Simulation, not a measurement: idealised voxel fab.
The following process module bears the name voxel lift off.
The cross-section on display is named cut; it measures 270 nm wide, and its cells are 5 nm squares.
Heads up, the way a cross-section reads in here is a grid of square cells, handed over as bands from the top down, with every band being one or more rows of cells.
The band entry comprises the height of the band's top followed by the height of its bottom, expressed in nm, and subsequently the band's materials from left to right, each stated together with its width in nm. Where a single material is marked with the word "edge to edge", that material fills the band from edge to edge. The word "air" represents empty space.
Measure heights from 0. That's the level where, below it, the as-received wafer is all one material. The lowest band is bottomless and extends downward; write it as in "from 0 down".
A width such as "30->40" changes by the same amount from each row of cells to the next, from the band's top row to its bottom row.
When a step is marked "no modifications", none of the cells in the cross-section changed during that step.
Closed-off voids of 8+ cells (no open route to the top) go in "Trapped cavities", written width x height at distance from the left edge, in nm.
Post-settings text on a step line: simulator's own remark regarding the step.
The "overlay nm" setting may appear on a step's line; for a step that uses a mask, it gives how far to the right of its planned position the mask lay, and a negative value indicates the left.

### The planned process steps are enumerated hereunder
1 RECEIVE (material Si)
2 CONFORMAL_DEP (material SiN; thk nm 5)
3 PATTERN (tone open; mask id LINES; material resist; width nm 15; pitch nm 45; thk nm 20; overlay nm -15)
4 DIRECTIONAL_DEP (material Ru; thk nm 10)
5 STRIP (etch materials resist)
6 CONFORMAL_DEP (material SiCN; thk nm 10)
Quick note for whoever runs this: the wafers start identical, but the overlay nm at step 3 isn't the same across them. The plan just shows what the first wafer had.

### Received condition of the first of several wafers, sectioned: post-step 1
from 0 down | Si edge to edge
Trapped cavities: none

### Cross-section after step 6, the final step of the module, for the first of several wafers
from 25 to 15 | 35 air | 35 SiCN | 10 air | 35 SiCN | 10 air | 35 SiCN | 10 air | 35 SiCN | 65 air
from 15 to 5 | 45 SiCN | 15 Ru | 30 SiCN | 15 Ru | 30 SiCN | 15 Ru | 30 SiCN | 15 Ru | 75 SiCN
from 5 to 0 | SiN edge to edge
from 0 down | Si edge to edge
Trapped cavities: none

### Cross-sectional view of the final wafer of several at the module's end
from 25 to 15 | 65 air | 35 SiCN | 10 air | 35 SiCN | 10 air | 35 SiCN | 10 air | 35 SiCN | 35 air
from 15 to 5 | 75 SiCN | 15 Ru | 30 SiCN | 15 Ru | 30 SiCN | 15 Ru | 30 SiCN | 15 Ru | 45 SiCN
from 5 to 0 | SiN edge to edge
from 0 down | Si edge to edge
Trapped cavities: none

### Gained (+) or lost (-) cells of each material since receipt, then closed voids: one row per wafer, at the end of the module
overlay nm -15 | +24 Ru | +140 SiCN | +54 SiN | Trapped cavities: none
overlay nm -10 | +24 Ru | +140 SiCN | +54 SiN | Trapped cavities: none
overlay nm -5 | +24 Ru | +140 SiCN | +54 SiN | Trapped cavities: none
overlay nm 0 | +24 Ru | +140 SiCN | +54 SiN | Trapped cavities: none
overlay nm 5 | +24 Ru | +140 SiCN | +54 SiN | Trapped cavities: none
overlay nm 10 | +24 Ru | +140 SiCN | +54 SiN | Trapped cavities: none
overlay nm 15 | +24 Ru | +140 SiCN | +54 SiN | Trapped cavities: none
